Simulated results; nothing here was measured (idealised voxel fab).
Process module, titled voxel capacitor over wiring
Section cut is 270 nm wide and gridded with 5 nm square cells.
A cross-section is written here as square cells arranged in a grid, and it is given in bands from the top down, each band taking up one or more rows of cells.
Basically the band line says how high the top is and how high the bottom is, in nm, and then what's in it from left to right, every material with its width in nm. Empty space shows up as "air", and if a single material carries "all across" it runs the full band edge to edge.
Counting heights begins at 0, where everything beneath is, in the wafer as received, one material. The lowest band has no bottom; it goes on downwards, as "z 0 and below" shows.
With a width like "30->40", each row of cells in the band differs from the next by the same amount, the top row carrying the first number and the bottom row the second.
A step reported as "remained unchanged" is a step in which no cell of the cross-section changed.
"Sealed void list" enumerates empty spaces isolated from the top, with no open way to it, that contain at least 8 cells, giving each as width x height at distance from the left edge, all three in nm.
Note: text after step settings on the step line = simulator remark on that step.
Regarding "overlay nm": on a step with a mask, it is the distance the mask lay to the right of its planned place; a negative value places it to the left.

**The following list gives the planned process steps**
| 1 | RECEIVE | material Si |
| 2 | CONFORMAL_DEP | material SiO2 | thk nm 10 |
| 3 | CONFORMAL_DEP | material SiN | thk nm 5 |
| 4 | DIRECTIONAL_DEP | material SiO2 | thk nm 15 |
| 5 | PATTERN | tone open | mask id METAL_1 | material resist | width nm 20 | pitch nm 80 | thk nm 15 | overlay nm 0 |
| 6 | DIRECTIONAL_ETCH | etch materials SiO2 | depth nm 15 |
| 7 | DIRECTIONAL_ETCH | etch materials SiN | depth nm 5 |
| 8 | STRIP | etch materials resist |
| 9 | CONFORMAL_DEP | material TiN | thk nm 5 |
| 10 | FILL_DEP | material Cu | thk nm 5 |
| 11 | CMP | height nm 30 |
| 12 | CONFORMAL_DEP | material SiCN | thk nm 5 |
| 13 | DIRECTIONAL_DEP | material SiO2 | thk nm 10 |
| 14 | DIRECTIONAL_DEP | material aC | thk nm 10 |
| 15 | PATTERN | tone open | mask id PLUG_1 | material resist | width nm 15 | thk nm 30 | overlay nm 0 |
| 16 | DIRECTIONAL_ETCH | etch materials aC | depth nm 10 |
| 17 | STRIP | etch materials resist |
| 18 | DIRECTIONAL_ETCH | etch materials SiO2 | depth nm 10 |
| 19 | DIRECTIONAL_ETCH | etch materials SiCN | depth nm 5 |
| 20 | STRIP | etch materials aC |
| 21 | EPI | material Ru | thk nm 10 |
| 22 | EPI | material Ru | thk nm 5 |
| 23 | DIRECTIONAL_DEP | material TiN | thk nm 5 |
| 24 | DIRECTIONAL_DEP | material SiN | thk nm 5 |
| 25 | DIRECTIONAL_DEP | material TiN | thk nm 10 |
| 26 | MASKED_ETCH | tone cover | mask id UPPER_PLATE | width nm 65 | etch materials TiN | depth nm 10 | overlay nm 0 |
| 27 | MASKED_ETCH | tone cover | mask id UPPER_PLATE | width nm 65 | etch materials SiN | depth nm 5 | overlay nm 0 |
| 28 | MASKED_ETCH | tone cover | mask id LOWER_PLATE | width nm 75 | etch materials TiN | depth nm 5 | overlay nm 0 |
| 29 | FILL_DEP | material SiO2 | thk nm 20 |
| 30 | CMP | height nm 80 |
| 31 | PATTERN | tone open | mask id PLUG_2 | material resist | width nm 15 | thk nm 20 | overlay nm 0 |
| 32 | DIRECTIONAL_ETCH | etch materials SiO2 | depth nm 15 |
| 33 | STRIP | etch materials resist |
| 34 | CONFORMAL_DEP | material TiN | thk nm 5 |
| 35 | FILL_DEP | material W | thk nm 10 |
| 36 | CMP | height nm 80 |
| 37 | CONFORMAL_DEP | material SiCN | thk nm 5 |

**Cross-section: wafer on arrival = after step 1**
  z 0 and below: Si all across
  Sealed void list: none

**Cross-sectional view of the first of the two wafers upon completion of the module, processed in accordance with the plan**
  z 85 to 80: SiCN all across
  z 80 to 70: SiO2 100 nm, then TiN 5 nm, then W 5 nm, then TiN 5 nm, then SiO2 155 nm
  z 70 to 65: SiO2 100 nm, then TiN 15 nm, then SiO2 155 nm
  z 65 to 55: SiO2 90 nm, then TiN 65 nm, then SiO2 115 nm
  z 55 to 50: SiO2 90 nm, then SiN 65 nm, then SiO2 115 nm
  z 50 to 45: SiO2 85 nm, then TiN 75 nm, then SiO2 110 nm
  z 45 to 35: SiO2 90 nm, then Ru 15 nm, then SiO2 165 nm
  z 35 to 30: SiCN 90 nm, then Ru 15 nm, then SiCN 165 nm
  z 30 to 15: SiO2 85 nm, then TiN 5 nm, then Cu 10 nm, then TiN 5 nm, then SiO2 60 nm, then TiN 5 nm, then Cu 10 nm, then TiN 5 nm, then SiO2 85 nm
  z 15 to 10: SiN 85 nm, then TiN 20 nm, then SiN 60 nm, then TiN 20 nm, then SiN 85 nm
  z 10 to 0: SiO2 all across
  z 0 and below: Si all across
  Sealed void list: none

**The second wafer, shown in cross-section after the module: started the same way as the first and given the same plan, yet one mistake crept into how it was run**
  z 100 to 95: SiCN all across
  z 95 to 85: W all across
  z 85 to 80: TiN 105 nm, then W 5 nm, then TiN 160 nm
  z 80 to 70: SiO2 100 nm, then TiN 5 nm, then W 5 nm, then TiN 5 nm, then SiO2 155 nm
  z 70 to 65: SiO2 100 nm, then TiN 15 nm, then SiO2 155 nm
  z 65 to 55: SiO2 90 nm, then TiN 65 nm, then SiO2 115 nm
  z 55 to 50: SiO2 90 nm, then SiN 65 nm, then SiO2 115 nm
  z 50 to 45: SiO2 85 nm, then TiN 75 nm, then SiO2 110 nm
  z 45 to 35: SiO2 90 nm, then Ru 15 nm, then SiO2 165 nm
  z 35 to 30: SiCN 90 nm, then Ru 15 nm, then SiCN 165 nm
  z 30 to 15: SiO2 85 nm, then TiN 5 nm, then Cu 10 nm, then TiN 5 nm, then SiO2 60 nm, then TiN 5 nm, then Cu 10 nm, then TiN 5 nm, then SiO2 85 nm
  z 15 to 10: SiN 85 nm, then TiN 20 nm, then SiN 60 nm, then TiN 20 nm, then SiN 85 nm
  z 10 to 0: SiO2 all across
  z 0 and below: Si all across
  Sealed void list: none
So what did we get wrong on this run? the run left out plan step 36 entirely, so it was never executed
FYI, end of process, the second wafer has more or fewer cells of some materials than the first: TiN +53, W +109
